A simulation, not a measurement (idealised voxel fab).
Module name: voxel wiring stack (process module)
It is cross-section cut that appears here, measuring 215 nm in width, its square cells being 5 nm in size.
If you're reading a cross-section in this doc, picture square cells in a grid; it comes to you as bands, top ones listed first down to the bottom, and a band can be one or more rows of cells.
Band: top and bottom heights (nm) first, top before bottom; then materials from left to right, widths in nm. "all across" marks a sole material filling the band edge to edge. "empty" denotes empty space.
Below 0: as-received wafer, all one material; heights counted from there. Lowest band: no bottom, goes on down, written "top 0, no bottom".
The notation "30 to 40" denotes a width that varies across the rows of cells in the band, beginning at the first number in the top row, finishing at the second number in the bottom row, and changing by an identical amount from each row to the next.
For the purposes of this document, the phrase "nothing altered" attached to a step denotes that no cell within the cross-section was modified by that step.
Empty spaces without an open route to the top, at least 8 cells in extent, make up the entry "Sealed internal voids"; each is given as width x height at distance, where the distance is measured from the left edge, and all are in nm.
Text after the settings on a step's line: the simulator's own remark on that step.
Regarding "overlay nm": on a step with a mask, it is the distance the mask lay to the right of its planned place; a negative value places it to the left.
## Steps planned for the process
1 RECEIVE, material Si
2 CONFORMAL_DEP, material SiO2, thk nm 15
3 CONFORMAL_DEP, material SiN, thk nm 5
4 DIRECTIONAL_DEP, material lowk, thk nm 15
5 MASKED_ETCH, tone open, mask id METAL_1, width nm 25, pitch nm 45, etch materials lowk, depth nm 15, overlay nm 0
6 MASKED_ETCH, tone open, mask id METAL_1, width nm 25, pitch nm 45, etch materials SiN, depth nm 5, overlay nm 0
7 CONFORMAL_DEP, material TiN, thk nm 5
8 FILL_DEP, material Cu, thk nm 5
9 CMP, height nm 35
10 CONFORMAL_DEP, material SiCN, thk nm 5
11 DIRECTIONAL_DEP, material SiO2, thk nm 25
12 DIRECTIONAL_DEP, material aC, thk nm 10
13 PATTERN, tone open, mask id METAL_2_HOLES, material resist, width nm 15, pitch nm 45, thk nm 25, overlay nm 0
14 DIRECTIONAL_ETCH, etch materials aC, depth nm 10
15 STRIP, etch materials resist
16 DIRECTIONAL_ETCH, etch materials SiO2, depth nm 25
17 STRIP, etch materials aC
18 MASKED_ETCH, tone open, mask id METAL_2, width nm 25, pitch nm 45, etch materials SiO2, depth nm 15, overlay nm 0
19 MASKED_ETCH, tone open, mask id METAL_2, width nm 25, pitch nm 45, etch materials SiCN, depth nm 5, overlay nm 0
20 CONFORMAL_DEP, material TiN, thk nm 5
21 FILL_DEP, material Ru, thk nm 10
22 CMP, height nm 65
23 CONFORMAL_DEP, material SiCN, thk nm 5
24 DIRECTIONAL_DEP, material SiO2, thk nm 15
25 MASKED_ETCH, tone open, mask id PLUG_2, width nm 15, etch materials SiO2, depth nm 15, overlay nm 0
26 MASKED_ETCH, tone open, mask id PLUG_2, width nm 15, etch materials SiCN, depth nm 5, overlay nm 0
27 EPI, material Ru, thk nm 10
28 EPI, material Ru, thk nm 10
29 DIRECTIONAL_DEP, material TiN, thk nm 5
30 DIRECTIONAL_DEP, material Ru, thk nm 20
31 DIRECTIONAL_DEP, material aC, thk nm 10
32 PATTERN, tone cover, mask id METAL_3, material resist, width nm 25, pitch nm 45, thk nm 25, overlay nm 0
33 DIRECTIONAL_ETCH, etch materials aC, depth nm 10
34 STRIP, etch materials resist
35 DIRECTIONAL_ETCH, etch materials Ru, depth nm 20
36 DIRECTIONAL_ETCH, etch materials TiN, depth nm 5
37 STRIP, etch materials aC
38 FILL_DEP, material SiO2, thk nm 5
39 CMP, height nm 110
40 CONFORMAL_DEP, material SiCN, thk nm 5
41 DIRECTIONAL_DEP, material lowk, thk nm 25
42 MASKED_ETCH, tone open, mask id METAL_4, width nm 25, pitch nm 45, etch materials lowk, depth nm 15, overlay nm 0
43 DIRECTIONAL_DEP, material aC, thk nm 15
44 PATTERN, tone open, mask id METAL_4_HOLES, material resist, width nm 15, thk nm 35, overlay nm 0
45 DIRECTIONAL_ETCH, etch materials aC, depth nm 15
46 STRIP, etch materials resist
47 DIRECTIONAL_ETCH, etch materials lowk, depth nm 10
48 DIRECTIONAL_ETCH, etch materials SiCN, depth nm 5
49 STRIP, etch materials aC
50 CONFORMAL_DEP, material TiN, thk nm 5
51 FILL_DEP, material Cu, thk nm 10
52 CMP, height nm 140
53 CONFORMAL_DEP, material SiCN, thk nm 5
## Wafer as received: cross-section following step 1
  top 0, no bottom = Si all across
  Sealed internal voids: none
## Look at the cross-section after the module: the wafer started out the way shown above and the plan was the one shown above, yet one mistake was made along the way
  top 145, bottom 140 = SiCN all across
  top 140, bottom 130 = lowk 65 nm | TiN 5 nm | Cu 15 nm | TiN 5 nm | lowk 20 nm | TiN 5 nm | Cu 15 nm | TiN 5 nm | lowk 80 nm
  top 130, bottom 125 = lowk 65 nm | TiN 10 nm | Cu 5 nm | TiN 10 nm | lowk 20 nm | TiN 25 nm | lowk 80 nm
  top 125, bottom 115 = lowk 70 nm | TiN 5 nm | Cu 5 nm | TiN 5 nm | lowk 130 nm
  top 115, bottom 110 = SiCN 70 nm | TiN 15 nm | SiCN 130 nm
  top 110, bottom 90 = SiO2 70 nm | Ru 25 nm | SiO2 20 nm | Ru 25 nm | SiO2 75 nm
  top 90, bottom 85 = SiO2 70 nm | TiN 25 nm | SiO2 20 nm | TiN 25 nm | SiO2 75 nm
  top 85, bottom 70 = SiO2 70 nm | Ru 15 nm | SiO2 130 nm
  top 70, bottom 65 = SiCN 70 nm | Ru 15 nm | SiCN 130 nm
  top 65, bottom 55 = SiO2 70 nm | TiN 5 nm | Ru 15 nm | TiN 5 nm | SiO2 20 nm | TiN 5 nm | Ru 15 nm | TiN 5 nm | SiO2 75 nm
  top 55, bottom 50 = SiO2 70 nm | TiN 5 nm | Ru 5 nm | TiN 15 nm | SiO2 20 nm | TiN 5 nm | Ru 5 nm | TiN 15 nm | SiO2 75 nm
  top 50, bottom 40 = SiO2 70 nm | TiN 5 nm | Ru 5 nm | TiN 5 nm | SiO2 30 nm | TiN 5 nm | Ru 5 nm | TiN 5 nm | SiO2 85 nm
  top 40, bottom 35 = SiCN 70 nm | TiN 15 nm | SiCN 30 nm | TiN 15 nm | SiCN 85 nm
  top 35, bottom 20 = lowk 70 nm | TiN 5 nm | Cu 15 nm | TiN 5 nm | lowk 20 nm | TiN 5 nm | Cu 15 nm | TiN 5 nm | lowk 75 nm
  top 20, bottom 15 = SiN 70 nm | TiN 25 nm | SiN 20 nm | TiN 25 nm | SiN 75 nm
  top 15, bottom 0 = SiO2 all across
  top 0, no bottom = Si all across
  Sealed internal voids: none
Here's what went sideways: step 42 off recipe, ran as MASKED_ETCH, tone open, mask id METAL_4, width nm 25, pitch nm 45, etch materials lowk, depth nm 15, overlay nm -5
